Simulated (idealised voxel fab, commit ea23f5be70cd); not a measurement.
The name of this process module is voxel released beams.
Cross-section cut: width 285 nm, square cells of 5 nm.
Just so we're on the same page, the cross-sections are grids of square cells, and they're listed out in bands top to bottom, each band one or more rows deep. The entry gives the band's vertical extent as a top height and a bottom height in nm, then its horizontal make-up as materials from left to right, each with a width in nm. "air" stands for empty space; a single material marked "throughout" fills the band edge to edge. Heights are measured from 0, the level below which the as-received wafer is all one material; the lowest band has no bottom and continues downward, written as in "from 0 down". The notation "30->40" denotes a width that varies across the rows of cells in the band, beginning at the first number in the top row, finishing at the second number in the bottom row, and changing by an identical amount from each row to the next. Where the words "same as before" appear for a step, the cross-section shows no cell changed by that step; every cell remained as before. Closed-off voids of 8+ cells (no open route to the top) go in "Sealed internal cavities", written width x height at distance from the left edge, in nm. Heads up: the bit after the settings on a step's line is the simulator's remark on that step. overlay nm, on a step with a mask: how far to the right of its planned place the mask lay; to the left if negative.
[Steps planned for the process]
| 1 | RECEIVE (material Si) |
| 2 | CONFORMAL_DEP (material Al2O3; thk nm 5) |
| 3 | DIRECTIONAL_DEP (material SiO2; thk nm 20) |
| 4 | PATTERN (tone open; mask id ANCHOR; material resist; width nm 35; thk nm 20; overlay nm 0) |
| 5 | DIRECTIONAL_ETCH (etch materials SiO2; depth nm 20) |
| 6 | STRIP (etch materials resist) |
| 7 | CONFORMAL_DEP (material SiN; thk nm 15) |
| 8 | MASKED_ETCH (tone cover; mask id BEAM; width nm 85; etch materials SiN; depth nm 15; overlay nm 0) |
| 9 | STRIP (etch materials SiO2) |
[first wafer, as planned]
[Here's what the wafer looked like in cross-section when it arrived - that's after step 1]
> from 0 down  Si throughout
> Sealed internal cavities: none
[The wafer, seen in cross-section, after step 2]
> from 5 to 0  Al2O3 throughout
> Under 0: no change, same as before.
[The wafer, seen in cross-section, after step 3]
> from 25 to 5  SiO2 throughout
> Under 5: no change, same as before.
[The wafer, seen in cross-section, after step 4]
> from 45 to 25  100 resist; 35 air; 150 resist
> Under 25: no change, same as before.
[The wafer, seen in cross-section, after step 5]
> from 45 to 25  100 resist; 35 air; 150 resist
> from 25 to 5  100 SiO2; 35 air; 150 SiO2
> Under 5: no change, same as before.
[The wafer, seen in cross-section, after step 6]
> from 25 to 5  100 SiO2; 35 air; 150 SiO2
> Under 5: no change, same as before.
[The wafer, seen in cross-section, after step 7]
> from 40 to 25  115 SiN; 5 air; 165 SiN
> from 25 to 20  100 SiO2; 15 SiN; 5 air; 15 SiN; 150 SiO2
> from 20 to 5  100 SiO2; 35 SiN; 150 SiO2
> Under 5: no change, same as before.
[The wafer, seen in cross-section, after step 8]
> from 40 to 25  95 air; 20 SiN; 5 air; 60 SiN; 105 air
> Under 25: no change, same as before.
[The wafer, seen in cross-section, after step 9]
> from 40 to 25  95 air; 20 SiN; 5 air; 60 SiN; 105 air
> from 25 to 20  100 air; 15 SiN; 5 air; 15 SiN; 150 air
> from 20 to 5  100 air; 35 SiN; 150 air
> Under 5: no change, same as before.
[The remaining wafer, second of the two, started like the first and was run to the same plan, except that one mistake was made along the way; the two coincide through step 3, inclusive]
[Cross-section, second wafer, at the end time the plan gives for step 4]
> from 45 to 25  100 air; 35 resist; 150 air
> Under 25: no change, same as before.
[Cross-section, second wafer, at the end time the plan gives for step 5]
> from 45 to 25  100 air; 35 resist; 150 air
> from 25 to 5  100 air; 35 SiO2; 150 air
> Under 5: no change, same as before.
[Cross-section, second wafer, at the end time the plan gives for step 6]
> from 25 to 5  100 air; 35 SiO2; 150 air
> Under 5: no change, same as before.
[Cross-section, second wafer, at the end time the plan gives for step 7]
> from 40 to 25  85 air; 65 SiN; 135 air
> from 25 to 20  85 air; 15 SiN; 35 SiO2; 15 SiN; 135 air
> from 20 to 5  100 SiN; 35 SiO2; 150 SiN
> Under 5: no change, same as before.
[Cross-section, second wafer, at the end time the plan gives for step 8]
> from 40 to 25  95 air; 55 SiN; 135 air
> from 25 to 20  85 air; 15 SiN; 35 SiO2; 15 SiN; 135 air
> from 20 to 5  85 air; 15 SiN; 35 SiO2; 45 SiN; 105 air
> Under 5: no change, same as before.
Cross-section, second wafer, at the end time the plan gives for step 9: same as before
Against the plan, the run slipped here: step 4 did not use the planned setting and instead ran as PATTERN (tone cover; mask id ANCHOR; material resist; width nm 35; thk nm 20; overlay nm 0)
Bottom line after processing is that, in cells, the second wafer is up or down on some materials versus the first: SiO2: 28 more
